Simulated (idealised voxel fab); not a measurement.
process module | voxel ribs on slabs
cross-section cut | 155 nm wide | cells 5 nm
A cross-section is a grid of square cells, given in bands from the top down. A band is one or more rows of cells.
Each band's line starts with the height of the band's top and of its bottom, in nm. Then come its materials from left to right, each with its width in nm. One material with "throughout" fills the band from edge to edge. "air" is empty space.
Height 0 is the level under which the wafer as received is all one material. The lowest band goes on downwards, as in "0 down".
A width such as "30 to 40" changes by the same amount from each row of cells to the next, from the band's top row to its bottom row.
"no change" after a step means that no cell of the cross-section changed.
closed voids: empty space of 8 cells or more with no open way to the top, each as width x height at its distance from the left edge, in nm
after a step's settings: what the simulator itself notes on the step
overlay nm, on a step with a mask: how far to the right of its planned place the mask lay; to the left if negative
plan
1 op RECEIVE | material Si
2 op DIRECTIONAL_DEP | material SiO2 | thk nm 30
3 op DIRECTIONAL_DEP | material SiN | thk nm 20
4 op MASKED_ETCH | tone cover | mask id RIB | width nm 20 | etch materials SiN | depth nm 15 | overlay nm 0
5 op MASKED_ETCH | tone cover | mask id SLAB | width nm 50 | etch materials SiN | depth nm 5 | overlay nm 0
6 op FILL_DEP | material SiO2 | thk nm 25
7 op CMP | height nm 65
8 op DIRECTIONAL_DEP | material TiN | thk nm 10
9 op PATTERN | tone cover | mask id HEATER | material resist | width nm 30 | thk nm 20 | overlay nm 0
10 op DIRECTIONAL_ETCH | etch materials TiN | depth nm 10
11 op STRIP | etch materials resist
12 op CONFORMAL_DEP | material SiO2 | thk nm 10
as received, after step 1
  0 down: Si throughout
  closed voids: none
first wafer at the end, as planned
  85 to 75: air 50 | SiO2 50 | air 55
  75 to 65: SiO2 60 | TiN 30 | SiO2 65
  65 to 50: SiO2 throughout
  50 to 35: SiO2 65 | SiN 20 | SiO2 70
  35 to 30: SiO2 50 | SiN 50 | SiO2 55
  30 to 0: SiO2 throughout
  0 down: Si throughout
  closed voids: none
second wafer at the end: like start, like plan, one mistake
  85 to 75: SiO2 70 | air 10 | SiO2 75
  75 to 65: TiN 60 | SiO2 30 | TiN 65
  65 to 50: SiO2 throughout
  50 to 35: SiO2 65 | SiN 20 | SiO2 70
  35 to 30: SiO2 50 | SiN 50 | SiO2 55
  30 to 0: SiO2 throughout
  0 down: Si throughout
  closed voids: none
what went wrong: step 9 ran as: op PATTERN | tone open | mask id HEATER | material resist | width nm 30 | thk nm 20 | overlay nm 0
at the end the second wafer has, in cells: 38 more of TiN
